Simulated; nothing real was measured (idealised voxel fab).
process module | voxel capacitor over wiring
cross-section cut | 205 nm wide | cells 5 nm
A cross-section is a grid of square cells, given in bands from the top down. A band is one or more rows of cells.
Each band's line starts with the height of the band's top and of its bottom, in nm. Then come its materials from left to right, each with its width in nm. One material with "throughout" fills the band from edge to edge. "air" is empty space.
Height 0 is the level under which the wafer as received is all one material. The lowest band goes on downwards, as in "0 down".
A width such as "30 to 40" changes by the same amount from each row of cells to the next, from the band's top row to its bottom row.
"no change" after a step means that no cell of the cross-section changed.
closed voids: empty space of 8 cells or more with no open way to the top, each as width x height at its distance from the left edge, in nm
after a step's settings: what the simulator itself notes on the step
overlay nm, on a step with a mask: how far to the right of its planned place the mask lay; to the left if negative
plan
1 op RECEIVE | material Si
2 op CONFORMAL_DEP | material SiO2 | thk nm 10
3 op CONFORMAL_DEP | material SiCN | thk nm 5
4 op DIRECTIONAL_DEP | material SiO2 | thk nm 25
5 op PATTERN | tone open | mask id METAL_1 | material resist | width nm 20 | pitch nm 85 | thk nm 15 | overlay nm 0
6 op DIRECTIONAL_ETCH | etch materials SiO2 | depth nm 25
7 op DIRECTIONAL_ETCH | etch materials SiCN | depth nm 5
8 op STRIP | etch materials resist
9 op CONFORMAL_DEP | material TiN | thk nm 5
10 op FILL_DEP | material Cu | thk nm 10
11 op CMP | height nm 40
12 op CONFORMAL_DEP | material SiCN | thk nm 5
13 op DIRECTIONAL_DEP | material SiO2 | thk nm 20
14 op DIRECTIONAL_DEP | material aC | thk nm 15
15 op PATTERN | tone open | mask id PLUG_1 | material resist | width nm 15 | thk nm 30 | overlay nm -15
16 op DIRECTIONAL_ETCH | etch materials aC | depth nm 15
17 op STRIP | etch materials resist
18 op DIRECTIONAL_ETCH | etch materials SiO2 | depth nm 20
19 op DIRECTIONAL_ETCH | etch materials SiCN | depth nm 5
20 op STRIP | etch materials aC
21 op EPI | material Ru | thk nm 10
22 op EPI | material Ru | thk nm 10
23 op EPI | material Ru | thk nm 5
24 op DIRECTIONAL_DEP | material TiN | thk nm 5
25 op DIRECTIONAL_DEP | material Al2O3 | thk nm 5
26 op DIRECTIONAL_DEP | material TiN | thk nm 5
27 op MASKED_ETCH | tone cover | mask id UPPER_PLATE | width nm 70 | etch materials TiN | depth nm 5 | overlay nm 0
28 op MASKED_ETCH | tone cover | mask id UPPER_PLATE | width nm 70 | etch materials Al2O3 | depth nm 5 | overlay nm 0
29 op MASKED_ETCH | tone cover | mask id LOWER_PLATE | width nm 80 | etch materials TiN | depth nm 5 | overlay nm 0
30 op FILL_DEP | material SiO2 | thk nm 15
31 op CMP | height nm 90
32 op DIRECTIONAL_DEP | material aC | thk nm 15
33 op PATTERN | tone open | mask id PLUG_2 | material resist | width nm 15 | thk nm 35 | overlay nm 0
34 op DIRECTIONAL_ETCH | etch materials aC | depth nm 15
35 op STRIP | etch materials resist
36 op DIRECTIONAL_ETCH | etch materials SiO2 | depth nm 10
37 op STRIP | etch materials aC
38 op CONFORMAL_DEP | material TiN | thk nm 5
39 op FILL_DEP | material Cu | thk nm 5
40 op CMP | height nm 90
41 op CONFORMAL_DEP | material SiCN | thk nm 5
varied across the wafers: overlay nm of step 15. The plan shows the first wafer's value. All wafers start alike
first wafer as received, after step 1
  0 down: Si throughout
  closed voids: none
each wafer at the end: cells of each material gained (+) or lost (-) since it was received, then its closed voids
overlay nm -15 | +14 Al2O3 | +21 Cu | +15 Ru | +112 SiCN | +554 SiO2 | +63 TiN | closed voids: none
overlay nm -10 | +14 Al2O3 | +21 Cu | +15 Ru | +112 SiCN | +554 SiO2 | +63 TiN | closed voids: none
overlay nm -5 | +14 Al2O3 | +21 Cu | +15 Ru | +112 SiCN | +554 SiO2 | +63 TiN | closed voids: none
overlay nm 0 | +14 Al2O3 | +21 Cu | +15 Ru | +112 SiCN | +554 SiO2 | +63 TiN | closed voids: none
overlay nm 5 | +14 Al2O3 | +21 Cu | +15 Ru | +112 SiCN | +554 SiO2 | +63 TiN | closed voids: none
overlay nm 10 | +14 Al2O3 | +21 Cu | +15 Ru | +112 SiCN | +554 SiO2 | +63 TiN | closed voids: none
overlay nm 15 | +14 Al2O3 | +21 Cu | +112 SiCN | +569 SiO2 | +63 TiN | closed voids: none
